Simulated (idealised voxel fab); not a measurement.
The following process module bears the name voxel capacitor over wiring.
FYI the section here is cut, 160 nm wide, cells are 5 nm squares.
Bands, listed from the top down, are how a cross-section gets written in this document; the cross-section itself is a grid of square cells, and a band is one or more rows of them.
The band entry comprises the height of the band's top followed by the height of its bottom, expressed in nm, and subsequently the band's materials from left to right, each stated together with its width in nm. Where a single material is marked with the word "edge to edge", that material fills the band from edge to edge. The word "air" represents empty space.
Note: height 0 marks the level under which the wafer is uniformly one material as received. Lowest band unbounded below, written "0 down".
Graded width ("30 to 40"): value in top row of band = first number; value in bottom row = second number; row-to-row change constant.
It should be understood that the words "stayed the same", when stated for a given step, signify that the cross-section underwent no change in any of its cells during that step.
Listed in "Enclosed void inventory": every empty space of 8 or more cells without an open way to the top. Form: width x height at distance, the distance being from the left edge, all in nm.
after a step's settings: what the simulator itself notes on the step
A step's line can hold "overlay nm"; with a mask on that step, the setting says how far right of the planned place the mask lay, while a negative setting says it lay to the left.

PROCESS STEPS - PLAN
1. RECEIVE,material Si
2. CONFORMAL_DEP,material SiO2,thk nm 10
3. DIRECTIONAL_DEP,material TiN,thk nm 5
4. DIRECTIONAL_DEP,material Ru,thk nm 25
5. DIRECTIONAL_DEP,material aC,thk nm 10
6. PATTERN,tone cover,mask id METAL_1,material resist,width nm 20,pitch nm 85,thk nm 30,overlay nm 0
7. DIRECTIONAL_ETCH,etch materials aC,depth nm 10
8. STRIP,etch materials resist
9. DIRECTIONAL_ETCH,etch materials Ru,depth nm 25
10. DIRECTIONAL_ETCH,etch materials TiN,depth nm 5
11. STRIP,etch materials aC
12. FILL_DEP,material lowk,thk nm 10
13. CMP,height nm 40
14. CONFORMAL_DEP,material SiCN,thk nm 5
15. DIRECTIONAL_DEP,material lowk,thk nm 15
16. PATTERN,tone open,mask id PLUG_1,material resist,width nm 15,thk nm 15,overlay nm 0
17. DIRECTIONAL_ETCH,etch materials lowk,depth nm 15
18. DIRECTIONAL_ETCH,etch materials SiCN,depth nm 5
19. STRIP,etch materials resist
20. EPI,material Ru,thk nm 10
21. EPI,material Ru,thk nm 10
22. DIRECTIONAL_DEP,material TiN,thk nm 5
23. DIRECTIONAL_DEP,material HfO2,thk nm 5
24. DIRECTIONAL_DEP,material TiN,thk nm 10
25. PATTERN,tone cover,mask id UPPER_PLATE,material resist,width nm 70,thk nm 15,overlay nm 0
26. DIRECTIONAL_ETCH,etch materials TiN,depth nm 10
27. DIRECTIONAL_ETCH,etch materials HfO2,depth nm 5
28. STRIP,etch materials resist
29. DIRECTIONAL_DEP,material aC,thk nm 15
30. PATTERN,tone cover,mask id LOWER_PLATE,material resist,width nm 80,thk nm 35,overlay nm 0
31. DIRECTIONAL_ETCH,etch materials aC,depth nm 15
32. STRIP,etch materials resist
33. DIRECTIONAL_ETCH,etch materials TiN,depth nm 5
34. STRIP,etch materials aC
35. FILL_DEP,material SiO2,thk nm 15
36. CMP,height nm 90
37. MASKED_ETCH,tone open,mask id PLUG_2,width nm 15,etch materials SiO2,depth nm 5,overlay nm 0
38. CONFORMAL_DEP,material TiN,thk nm 5
39. FILL_DEP,material Ru,thk nm 10
40. CMP,height nm 90
41. CONFORMAL_DEP,material SiCN,thk nm 5
Variable across wafers: step 37 depth nm (plan value is that of the first wafer; starting state common to all).

INCOMING STATE OF THE FIRST OF SEVERAL WAFERS IN CROSS-SECTION: AFTER STEP 1
- 0 down: Si edge to edge
- Enclosed void inventory: none

FIRST OF SEVERAL WAFERS: CROSS-SECTION AT THE END OF THE MODULE, AFTER STEP 41, ITS LAST STEP
- 95 to 90: SiCN edge to edge
- 90 to 85: SiO2 (40)  TiN (15)  SiO2 (105)
- 85 to 80: SiO2 edge to edge
- 80 to 70: SiO2 (30)  TiN (70)  SiO2 (60)
- 70 to 65: SiO2 (30)  HfO2 (70)  SiO2 (60)
- 65 to 60: SiO2 (25)  TiN (80)  SiO2 (55)
- 60 to 45: lowk (30)  Ru (15)  lowk (115)
- 45 to 40: SiCN (30)  Ru (15)  SiCN (115)
- 40 to 15: lowk (25)  Ru (20)  lowk (65)  Ru (20)  lowk (30)
- 15 to 10: lowk (25)  TiN (20)  lowk (65)  TiN (20)  lowk (30)
- 10 to 0: SiO2 edge to edge
- 0 down: Si edge to edge
- Enclosed void inventory: none

CROSS-SECTION OF THE LAST WAFER AT END OF MODULE
- 95 to 90: SiCN edge to edge
- 90 to 85: SiO2 (40)  TiN (5)  Ru (5)  TiN (5)  SiO2 (105)
- 85 to 80: SiO2 (40)  TiN (15)  SiO2 (105)
- 80 to 70: SiO2 (30)  TiN (70)  SiO2 (60)
- 70 to 65: SiO2 (30)  HfO2 (70)  SiO2 (60)
- 65 to 60: SiO2 (25)  TiN (80)  SiO2 (55)
- 60 to 45: lowk (30)  Ru (15)  lowk (115)
- 45 to 40: SiCN (30)  Ru (15)  SiCN (115)
- 40 to 15: lowk (25)  Ru (20)  lowk (65)  Ru (20)  lowk (30)
- 15 to 10: lowk (25)  TiN (20)  lowk (65)  TiN (20)  lowk (30)
- 10 to 0: SiO2 edge to edge
- 0 down: Si edge to edge
- Enclosed void inventory: none

BELOW IS A PER-WAFER TABLE. IN IT, EACH ROW DESCRIBES THE WAFER AT THE END OF THE MODULE BY GIVING, FOR EACH MATERIAL, THE NUMBER OF CELLS GAINED (+) OR LOST (-) SINCE THE WAFER WAS RECEIVED, AND AFTER THAT THE CLOSED VOIDS OF THE WAFER
depth nm 5; +14 HfO2; +52 Ru; +61 SiCN; +195 SiO2; +55 TiN; +231 lowk; Enclosed void inventory: none
depth nm 10; +14 HfO2; +53 Ru; +61 SiCN; +192 SiO2; +57 TiN; +231 lowk; Enclosed void inventory: none
depth nm 15; +14 HfO2; +53 Ru; +61 SiCN; +192 SiO2; +57 TiN; +231 lowk; Enclosed void inventory: none
depth nm 20; +14 HfO2; +53 Ru; +61 SiCN; +192 SiO2; +57 TiN; +231 lowk; Enclosed void inventory: none
depth nm 25; +14 HfO2; +53 Ru; +61 SiCN; +192 SiO2; +57 TiN; +231 lowk; Enclosed void inventory: none
